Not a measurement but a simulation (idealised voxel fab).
Process module in this document: voxel transistor to metal
Shown is cross-section cut, with a width of 155 nm and square cells of size 5 nm.
Cross-section layout: square cells on a grid; listed as bands, top to bottom; a band spans one or more cell rows. Per band: top height and bottom height in nm, followed by the left-to-right materials and their widths in nm; "full width" marks a single material spanning edge to edge, "air" marks empty space. The level at which height equals 0 is the one under which the wafer, as it arrives, is entirely one material. No lower edge exists for the bottom band, which continues downward and is notated as in "top 0, no bottom". A width given as "30->40" starts at the first number in the band's top row and ends at the second number in its bottom row, shifting by an equal amount at every step from row to row. "all unchanged" means the step left every cell of the cross-section as it was. This entry, "Enclosed empty spaces", enumerates those empty regions of no fewer than 8 cells that possess no open connection to the top. Each region is reported in the form width x height at distance, the distance being taken from the left edge, with all three quantities expressed in nm. What comes after the settings on a step's line is commentary from the simulator itself on that step. Regarding "overlay nm": on a step with a mask, it is the distance the mask lay to the right of its planned place; a negative value places it to the left.

### Below is the list of planned process steps
step 1: RECEIVE,material Si
step 2: OXIDIZE,depth nm 5
step 3: CONFORMAL_DEP,material SiN,thk nm 10
step 4: MASKED_ETCH,tone cover,mask id ACTIVE,width nm 120,etch materials SiN,depth nm 10,overlay nm 0
step 5: MASKED_ETCH,tone cover,mask id ACTIVE,width nm 120,etch materials SiO2,depth nm 5,overlay nm 0
step 6: MASKED_ETCH,tone cover,mask id ACTIVE,width nm 120,etch materials Si,depth nm 20,overlay nm 0
step 7: FILL_DEP,material SiO2,thk nm 15
step 8: CMP,height nm 10
step 9: SELECTIVE_ETCH,etch materials SiO2,depth nm 10
step 10: STRIP,etch materials SiN
step 11: SELECTIVE_ETCH,etch materials SiO2,depth nm 5
step 12: OXIDIZE,depth nm 5
step 13: DIRECTIONAL_DEP,material polySi,thk nm 20
step 14: DIRECTIONAL_DEP,material SiCN,thk nm 10
step 15: MASKED_ETCH,tone cover,mask id GATE,width nm 30,etch materials SiCN,depth nm 20,overlay nm 0
step 16: MASKED_ETCH,tone cover,mask id GATE,width nm 30,etch materials polySi,depth nm 30,overlay nm 0
step 17: CONFORMAL_DEP,material SiN,thk nm 10
step 18: DIRECTIONAL_ETCH,etch materials SiN,depth nm 10
step 19: DIRECTIONAL_ETCH,etch materials SiO2,depth nm 5
step 20: EPI,material pSi,thk nm 5
step 21: FILL_DEP,material SiO2,thk nm 5
step 22: CMP,height nm 15
step 23: STRIP,etch materials polySi
step 24: SELECTIVE_ETCH,etch materials SiO2,depth nm 5
step 25: CONFORMAL_DEP,material HfO2,thk nm 5
step 26: CONFORMAL_DEP,material TiN,thk nm 5
step 27: FILL_DEP,material W,thk nm 10
step 28: CMP,height nm 10
step 29: DIRECTIONAL_DEP,material SiO2,thk nm 15
step 30: PATTERN,tone open,mask id CONTACT,material resist,width nm 20,pitch nm 80,thk nm 15,overlay nm 0
step 31: DIRECTIONAL_ETCH,etch materials SiO2,depth nm 30
step 32: STRIP,etch materials resist
step 33: CONFORMAL_DEP,material TiN,thk nm 5
step 34: FILL_DEP,material W,thk nm 5
step 35: CMP,height nm 25
step 36: DIRECTIONAL_DEP,material TiN,thk nm 5
step 37: DIRECTIONAL_DEP,material Ru,thk nm 20
step 38: PATTERN,tone cover,mask id METAL_1,material resist,width nm 20,pitch nm 80,thk nm 15,overlay nm 0
step 39: DIRECTIONAL_ETCH,etch materials Ru,depth nm 20
step 40: DIRECTIONAL_ETCH,etch materials TiN,depth nm 5
step 41: STRIP,etch materials resist
step 42: FILL_DEP,material lowk,thk nm 5
step 43: CMP,height nm 50
step 44: CONFORMAL_DEP,material SiCN,thk nm 5

### Cross-section, incoming material, after step 1
top 0, no bottom: Si full width
Enclosed empty spaces: none

### First wafer of two, sectioned at end of module; run went per plan
top 55, bottom 50: SiCN full width
top 50, bottom 30: lowk: 25, then Ru: 20, then lowk: 60, then Ru: 20, then lowk: 30
top 30, bottom 25: lowk: 25, then TiN: 20, then lowk: 60, then TiN: 20, then lowk: 30
top 25, bottom 10: SiO2: 25, then TiN: 5, then W: 10, then TiN: 5, then SiO2: 60, then TiN: 5, then W: 10, then TiN: 5, then SiO2: 30
top 10, bottom 0: SiO2: 25, then TiN: 5, then W: 10, then TiN: 5, then SiO2: 5, then SiN: 10, then HfO2: 5, then TiN: 5, then W: 10, then TiN: 5, then HfO2: 5, then SiN: 10, then SiO2: 5, then TiN: 5, then W: 10, then TiN: 5, then SiO2: 30
top 0, bottom -5: SiO2: 25, then TiN: 20, then SiO2: 5, then SiN: 10, then HfO2: 5, then TiN: 20, then HfO2: 5, then SiN: 10, then SiO2: 5, then TiN: 20, then SiO2: 30
top -5, bottom -10: SiO2: 10, then pSi: 40, then SiO2: 5, then HfO2: 40, then SiO2: 5, then pSi: 40, then SiO2: 15
top -10, bottom -25: SiO2: 15, then Si: 120, then SiO2: 20
top -25, no bottom: Si full width
Enclosed empty spaces: none

### End-of-module cross-section of the second wafer: identical starting point and process plan to the first, with one processing mistake
top 55, bottom 50: SiCN full width
top 50, bottom 30: lowk: 30, then Ru: 20, then lowk: 60, then Ru: 20, then lowk: 25
top 30, bottom 25: lowk: 30, then TiN: 20, then lowk: 60, then TiN: 20, then lowk: 25
top 25, bottom 10: SiO2: 25, then TiN: 5, then W: 10, then TiN: 5, then SiO2: 60, then TiN: 5, then W: 10, then TiN: 5, then SiO2: 30
top 10, bottom 0: SiO2: 25, then TiN: 5, then W: 10, then TiN: 5, then SiO2: 5, then SiN: 10, then HfO2: 5, then TiN: 5, then W: 10, then TiN: 5, then HfO2: 5, then SiN: 10, then SiO2: 5, then TiN: 5, then W: 10, then TiN: 5, then SiO2: 30
top 0, bottom -5: SiO2: 25, then TiN: 20, then SiO2: 5, then SiN: 10, then HfO2: 5, then TiN: 20, then HfO2: 5, then SiN: 10, then SiO2: 5, then TiN: 20, then SiO2: 30
top -5, bottom -10: SiO2: 10, then pSi: 40, then SiO2: 5, then HfO2: 40, then SiO2: 5, then pSi: 40, then SiO2: 15
top -10, bottom -25: SiO2: 15, then Si: 120, then SiO2: 20
top -25, no bottom: Si full width
Enclosed empty spaces: none
Run error: step 38 off recipe, ran as PATTERN,tone cover,mask id METAL_1,material resist,width nm 20,pitch nm 80,thk nm 15,overlay nm 5
Tallied in cells, the final second wafer holds each material in the same quantity as the first, although not at the same places.
